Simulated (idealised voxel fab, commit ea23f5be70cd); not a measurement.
Process module, titled voxel transistor to metal
cross-section cut | 300 nm wide | cells 5 nm
How to read a cross-section here: the picture is a grid of square cells, written as bands going from the top down, and any band can span one or more rows of cells.
Band: top and bottom heights (nm) first, top before bottom; then materials from left to right, widths in nm. "all across" marks a sole material filling the band edge to edge. "empty" denotes empty space.
Height is counted from the level 0, under which the received wafer is composed throughout of one material. The lowest of the bands is not closed at the bottom but continues downward, in the notation "top 0, no bottom".
The expression "30->40" gives the width at the extremes of the band, the first number at its top row of cells and the second at its bottom row, with the width changing by equal amounts from each row to the next in between.
"nothing altered" (step): cross-section cells unchanged, all of them.
Closed empty spaces (no open way to the top) of 8 cells or more are what "Closed cavity list" lists, each as width x height at distance from the left edge, nm for all three.
after a step's settings: what the simulator itself notes on the step
overlay nm, on a step with a mask: how far to the right of its planned place the mask lay; to the left if negative

BELOW IS THE LIST OF PLANNED PROCESS STEPS
1: RECEIVE with material Si
2: OXIDIZE with depth nm 5
3: CONFORMAL_DEP with material SiN, thk nm 15
4: MASKED_ETCH with tone cover, mask id ACTIVE, width nm 105, pitch nm 130, etch materials SiN, depth nm 15, overlay nm 0
5: MASKED_ETCH with tone cover, mask id ACTIVE, width nm 105, pitch nm 130, etch materials SiO2, depth nm 5, overlay nm 0
6: MASKED_ETCH with tone cover, mask id ACTIVE, width nm 105, pitch nm 130, etch materials Si, depth nm 20, overlay nm 0
7: FILL_DEP with material SiO2, thk nm 10
8: CMP with height nm 15
9: SELECTIVE_ETCH with etch materials SiO2, depth nm 5
10: STRIP with etch materials SiN
11: SELECTIVE_ETCH with etch materials SiO2, depth nm 5
12: OXIDIZE with depth nm 5
13: DIRECTIONAL_DEP with material polySi, thk nm 30
14: DIRECTIONAL_DEP with material SiCN, thk nm 10
15: PATTERN with tone cover, mask id GATE, material resist, width nm 15, pitch nm 130, thk nm 20, overlay nm 0
16: DIRECTIONAL_ETCH with etch materials SiCN, depth nm 20
17: DIRECTIONAL_ETCH with etch materials polySi, depth nm 40
18: STRIP with etch materials resist
19: CONFORMAL_DEP with material SiN, thk nm 10
20: DIRECTIONAL_ETCH with etch materials SiN, depth nm 10
21: DIRECTIONAL_ETCH with etch materials SiO2, depth nm 5
22: DIRECTIONAL_ETCH with etch materials Si, depth nm 10
23: EPI with material SiGe, thk nm 15
24: FILL_DEP with material SiO2, thk nm 10
25: CMP with height nm 35
26: DIRECTIONAL_DEP with material SiO2, thk nm 15
27: PATTERN with tone open, mask id CONTACT, material resist, width nm 20, thk nm 20, overlay nm 0
28: DIRECTIONAL_ETCH with etch materials SiO2, depth nm 45
29: STRIP with etch materials resist
30: CONFORMAL_DEP with material TiN, thk nm 5
31: FILL_DEP with material W, thk nm 5
32: CMP with height nm 50
33: DIRECTIONAL_DEP with material TiN, thk nm 5
34: DIRECTIONAL_DEP with material W, thk nm 20
35: MASKED_ETCH with tone cover, mask id METAL_1, width nm 20, etch materials W, depth nm 20, overlay nm 0
36: MASKED_ETCH with tone cover, mask id METAL_1, width nm 20, etch materials TiN, depth nm 5, overlay nm 0
37: FILL_DEP with material SiO2, thk nm 5
38: CMP with height nm 75
39: CONFORMAL_DEP with material SiCN, thk nm 5
40: DIRECTIONAL_DEP with material lowk, thk nm 30
41: DIRECTIONAL_DEP with material aC, thk nm 10
42: PATTERN with tone open, mask id METAL_2, material resist, width nm 20, pitch nm 130, thk nm 30, overlay nm 0
43: DIRECTIONAL_ETCH with etch materials aC, depth nm 10
44: STRIP with etch materials resist
45: DIRECTIONAL_ETCH with etch materials lowk, depth nm 15
46: STRIP with etch materials aC
47: DIRECTIONAL_DEP with material aC, thk nm 10
48: PATTERN with tone open, mask id METAL_2_HOLES, material resist, width nm 15, pitch nm 130, thk nm 25, overlay nm 0
49: DIRECTIONAL_ETCH with etch materials aC, depth nm 10
50: STRIP with etch materials resist
51: DIRECTIONAL_ETCH with etch materials lowk, depth nm 15
52: DIRECTIONAL_ETCH with etch materials SiCN, depth nm 5
53: STRIP with etch materials aC
54: CONFORMAL_DEP with material TiN, thk nm 5
55: FILL_DEP with material Cu, thk nm 10
56: CMP with height nm 110
57: CONFORMAL_DEP with material SiCN, thk nm 5

CROSS-SECTION: WAFER ON ARRIVAL = AFTER STEP 1
  top 0, no bottom: Si all across
  Closed cavity list: none

CROSS-SECTION AT MODULE END, ONE RUN ERROR; START AND PLAN UNCHANGED FROM ABOVE
  top 115, bottom 110: SiCN all across
  top 110, bottom 100: 35 lowk  5 TiN  10 Cu  5 TiN  110 lowk  5 TiN  10 Cu  5 TiN  115 lowk
  top 100, bottom 95: 35 lowk  5 TiN  5 Cu  10 TiN  110 lowk  5 TiN  5 Cu  10 TiN  115 lowk
  top 95, bottom 80: 35 lowk  5 TiN  5 Cu  5 TiN  115 lowk  5 TiN  5 Cu  5 TiN  120 lowk
  top 80, bottom 75: 35 SiCN  15 TiN  115 SiCN  15 TiN  120 SiCN
  top 75, bottom 55: 35 SiO2  20 W  55 SiO2  20 W  35 SiO2  20 W  55 SiO2  20 W  40 SiO2
  top 55, bottom 50: 35 SiO2  20 TiN  55 SiO2  20 TiN  35 SiO2  20 TiN  55 SiO2  20 TiN  40 SiO2
  top 50, bottom 35: 30 SiO2  5 TiN  10 W  5 TiN  55 SiO2  5 TiN  10 W  5 TiN  35 SiO2  5 TiN  10 W  5 TiN  55 SiO2  5 TiN  10 W  5 TiN  45 SiO2
  top 35, bottom 25: 30 SiO2  5 TiN  10 W  5 TiN  15 SiO2  10 SiN  15 SiCN  10 SiN  5 SiO2  5 TiN  10 W  5 TiN  35 SiO2  5 TiN  10 W  5 TiN  15 SiO2  10 SiN  15 SiCN  10 SiN  5 SiO2  5 TiN  10 W  5 TiN  45 SiO2
  top 25, bottom 10: 30 SiO2  5 TiN  10 W  5 TiN  15 SiO2  10 SiN  15 polySi  10 SiN  5 SiO2  5 TiN  10 W  5 TiN  35 SiO2  5 TiN  10 W  5 TiN  15 SiO2  10 SiN  15 polySi  10 SiN  5 SiO2  5 TiN  10 W  5 TiN  45 SiO2
  top 10, bottom 5: 30 SiO2  20 TiN  15 SiO2  10 SiN  15 polySi  10 SiN  5 SiO2  20 TiN  35 SiO2  20 TiN  15 SiO2  10 SiN  15 polySi  10 SiN  5 SiO2  20 TiN  45 SiO2
  top 5, bottom -5: 25 SiO2  10 SiN  30 SiGe  10 SiN  15 polySi  10 SiN  30 SiGe  10 SiN  15 SiO2  10 SiN  30 SiGe  10 SiN  15 polySi  10 SiN  30 SiGe  10 SiN  30 SiO2
  top -5, bottom -10: 35 SiO2  30 SiGe  35 SiO2  30 SiGe  35 SiO2  30 SiGe  35 SiO2  30 SiGe  40 SiO2
  top -10, bottom -20: 30 SiO2  5 Si  30 SiGe  35 Si  30 SiGe  5 Si  25 SiO2  5 Si  30 SiGe  35 Si  30 SiGe  5 Si  35 SiO2
  top -20, bottom -25: 30 SiO2  105 Si  25 SiO2  105 Si  35 SiO2
  top -25, no bottom: Si all across
  Closed cavity list: none
What went wrong in running the wafer? in deviation from the planned setting, step 27 was conducted as PATTERN with tone open, mask id CONTACT, material resist, width nm 20, thk nm 20, overlay nm -5
